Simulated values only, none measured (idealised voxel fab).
This section sets out a process module, namely voxel gate over fins.
The cross-section on display is named cut; it measures 235 nm wide, and its cells are 5 nm squares.
Think of the cross-section as a grid of square cells. We describe it in bands, top to bottom, and each band covers one or more rows of those cells.
Heights first: top, then bottom, in nm. Then materials, left to right, each with a width in nm. "edge to edge" on a single material: fills the band edge to edge. "empty": empty space.
All heights in this document are referenced to 0, defined as the level beneath which the wafer, as received, consists entirely of one material. The lowest band is not bounded below; it extends indefinitely downward and is written in the form "0 nm and below".
When a width is written as two numbers, as in "30..40", the first number is the width in the top row of cells of the band and the second is the width in its bottom row, and the width changes by the same amount from each row to the next.
Any step labelled "nothing different" changed none of the cells in the cross-section.
Closed empty spaces (no open way to the top) of 8 cells or more are what "Closed void entries" lists, each as width x height at distance from the left edge, nm for all three.
Anything after a step's settings on that line? It's the simulator's own note about the step.
Steps that use a mask can have "overlay nm" on their line. It says how far the mask sat to the right of where it was meant to be. Negative means to the left.
List of planned process steps:
1) RECEIVE (material Si)
2) CONFORMAL_DEP (material SiN; thk nm 10)
3) DIRECTIONAL_DEP (material aC; thk nm 15)
4) PATTERN (tone cover; mask id FINS; material resist; width nm 15; pitch nm 45; thk nm 35; overlay nm 0)
5) DIRECTIONAL_ETCH (etch materials aC; depth nm 15)
6) STRIP (etch materials resist)
7) DIRECTIONAL_ETCH (etch materials SiN; depth nm 10)
8) DIRECTIONAL_ETCH (etch materials Si; depth nm 40)
9) STRIP (etch materials aC)
10) OXIDIZE (depth nm 5)
11) FILL_DEP (material SiO2; thk nm 5)
12) CMP (height nm 10)
13) SELECTIVE_ETCH (etch materials SiO2; depth nm 20)
14) STRIP (etch materials SiN)
15) CONFORMAL_DEP (material HfO2; thk nm 5)
16) CONFORMAL_DEP (material TiN; thk nm 5)
17) FILL_DEP (material W; thk nm 10)
18) CMP (height nm 15)
19) CONFORMAL_DEP (material SiN; thk nm 10)
The width nm used in step 4 is not the same on every wafer, whereas the starting condition is; the value printed in the plan is the first wafer's.
Cross-sectional view of the first of several wafers in the as-received condition, corresponding to the state following step 1:
> 0 nm and below: Si edge to edge
> Closed void entries: none
The following table contains a row per wafer, in which are reported, at the conclusion of the module, the cells of each material gained (+) or lost (-) since the wafer's receipt, with its closed voids given thereafter:
width nm 15; +55 HfO2; -405 Si; +94 SiN; +315 SiO2; +55 TiN; +121 W; Closed void entries: none
width nm 20; +55 HfO2; -387 Si; +94 SiN; +301 SiO2; +55 TiN; +117 W; Closed void entries: none
width nm 25; +55 HfO2; -369 Si; +94 SiN; +287 SiO2; +55 TiN; +113 W; Closed void entries: none
width nm 30; +55 HfO2; -351 Si; +94 SiN; +273 SiO2; +55 TiN; +109 W; Closed void entries: none
